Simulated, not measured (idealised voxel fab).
The process module presented herein is designated voxel self aligned vias.
FYI the section here is cut, 285 nm wide, cells are 5 nm squares.
Throughout this document, each cross-section is represented as a grid of square cells and is presented as a sequence of bands enumerated from the top downward, where a band comprises one or more rows of cells. This entry defines a band. It first specifies the height of the band's top and the height of its bottom in nm, and then specifies the band's materials from left to right, stating each material with its width in nm. The word "edge to edge" identifies a single material that fills the band from edge to edge, while the word "air" identifies empty space. Heads up on the height convention: 0 is the point under which the incoming wafer is all one material, and the lowest band has no bottom, it just keeps going down, like "0 nm and below". Read "30->40" as a graded width: first number on top, second number at the bottom, same change between each pair of neighbouring rows. What does "remained the same" mean for a step? It means no cell of the cross-section changed in that step. "Enclosed cavities" specifies each empty space that is not open to the top and that occupies no fewer than 8 cells, using the form width x height at distance, the distance measured from the left edge and all three quantities in nm. Read whatever lies past the settings on a step's line as the simulator's own remark about the step. Regarding "overlay nm": on a step with a mask, it is the distance the mask lay to the right of its planned place; a negative value places it to the left.

# Here's what the planned process steps look like
1: RECEIVE: material Si
2: CONFORMAL_DEP: material SiO2, thk nm 15
3: CONFORMAL_DEP: material SiCN, thk nm 5
4: DIRECTIONAL_DEP: material SiO2, thk nm 20
5: DIRECTIONAL_DEP: material aC, thk nm 15
6: PATTERN: tone open, mask id LINES, material resist, width nm 20, pitch nm 55, thk nm 30, overlay nm 0
7: DIRECTIONAL_ETCH: etch materials aC, depth nm 15
8: STRIP: etch materials resist
9: DIRECTIONAL_ETCH: etch materials SiO2, depth nm 10
10: STRIP: etch materials aC
11: CONFORMAL_DEP: material TiN, thk nm 5
12: FILL_DEP: material Ru, thk nm 5
13: CMP: height nm 40
14: SELECTIVE_ETCH: etch materials W Ru TiN, depth nm 10
15: FILL_DEP: material SiN, thk nm 10
16: CMP: height nm 40
17: DIRECTIONAL_DEP: material SiO2, thk nm 20
18: PATTERN: tone open, mask id VIAS, material resist, width nm 30, thk nm 15, overlay nm 0
19: DIRECTIONAL_ETCH: etch materials SiO2, depth nm 20
20: DIRECTIONAL_ETCH: etch materials SiN, depth nm 10
21: STRIP: etch materials resist
22: CONFORMAL_DEP: material TiN, thk nm 5
23: FILL_DEP: material Cu, thk nm 5
24: CMP: height nm 60
25: CONFORMAL_DEP: material SiCN, thk nm 5
The value of depth nm given for step 9 in the plan refers to the first wafer; the wafers vary in this setting and are alike at the start.

# So this is the first of several wafers, cross-sectioned as it came to us, meaning it's at the end of step 1
* 0 nm and below | Si edge to edge
* Enclosed cavities: none

# Here is how to read the rows: every wafer has a row, and it shows the wafer at the end of the module, giving for each material how many cells were gained (+) or lost (-) since the wafer was received, then listing its closed voids
depth nm 10, +16 Cu, +114 SiCN, +8 SiN, +587 SiO2, +16 TiN, Enclosed cavities: none
depth nm 15, +16 Cu, +114 SiCN, +8 SiN, +579 SiO2, +24 TiN, Enclosed cavities: none
depth nm 20, +16 Cu, +4 Ru, +114 SiCN, +8 SiN, +571 SiO2, +28 TiN, Enclosed cavities: none
depth nm 25, +16 Cu, +4 Ru, +114 SiCN, +8 SiN, +571 SiO2, +28 TiN, Enclosed cavities: none
depth nm 30, +16 Cu, +4 Ru, +114 SiCN, +8 SiN, +571 SiO2, +28 TiN, Enclosed cavities: none
depth nm 35, +16 Cu, +4 Ru, +114 SiCN, +8 SiN, +571 SiO2, +28 TiN, Enclosed cavities: none
